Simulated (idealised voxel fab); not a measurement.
This section sets out a process module, namely voxel gate over fins.
Cross-sectional view cut (width: 195 nm; square cell size: 5 nm).
When this document writes out a cross-section, it uses a grid of square cells and lists it as bands, beginning at the top and moving down, with a band standing for one or more rows of cells.
Per band: top height and bottom height in nm, followed by the left-to-right materials and their widths in nm; "edge to edge" marks a single material spanning edge to edge, "blank" marks empty space.
Height reference: 0 = level under which incoming wafer is all one material. Lowest band: no bottom, runs on downward, e.g. "from 0 down".
Quick explanation for "30->40": the width changes in equal steps down the rows of cells, from the first number in the band's top row to the second number in its bottom row.
Any step labelled "nothing was modified" changed none of the cells in the cross-section.
"Sealed void listing" specifies each empty space that is not open to the top and that occupies no fewer than 8 cells, using the form width x height at distance, the distance measured from the left edge and all three quantities in nm.
It should be noted that, on the line of a given step, the content following the step's settings is a remark produced by the simulator itself with respect to that step.
You can add "overlay nm" to a step's line. For a step with a mask, it describes how far the mask lay to the right of its planned position, and a negative number describes a lay to the left.
## List of planned process steps
1 RECEIVE with material Si
2 CONFORMAL_DEP with material SiN, thk nm 5
3 PATTERN with tone cover, mask id FINS, material resist, width nm 15, pitch nm 40, thk nm 15, overlay nm 0
4 DIRECTIONAL_ETCH with etch materials SiN, depth nm 5
5 DIRECTIONAL_ETCH with etch materials Si, depth nm 40
6 STRIP with etch materials resist
7 FILL_DEP with material SiO2, thk nm 10
8 CMP with height nm 5
9 SELECTIVE_ETCH with etch materials SiO2, depth nm 20
10 STRIP with etch materials SiN
11 CONFORMAL_DEP with material HfO2, thk nm 5
12 CONFORMAL_DEP with material TiN, thk nm 5
13 CONFORMAL_DEP with material TiAl, thk nm 5
14 CONFORMAL_DEP with material TiN, thk nm 5
15 FILL_DEP with material W, thk nm 15
16 CMP with height nm 30
17 CONFORMAL_DEP with material SiN, thk nm 5
## Cross-section, incoming material, after step 1
- from 0 down  Si edge to edge
- Sealed void listing: none
## Final wafer profile in cross-section after the module, from the same start and plan as above, with one mistake made during processing
- from 35 to 30  SiN edge to edge
- from 30 to 25  W edge to edge
- from 25 to 20  TiN edge to edge
- from 20 to 15  TiAl edge to edge
- from 15 to 10  TiN edge to edge
- from 10 to 5  HfO2 edge to edge
- from 5 to 0  W edge to edge
- from 0 down  Si edge to edge
- Sealed void listing: none
What was done differently from what was planned? step 2, actual vs plan mismatch, actual run CONFORMAL_DEP with material W, thk nm 5
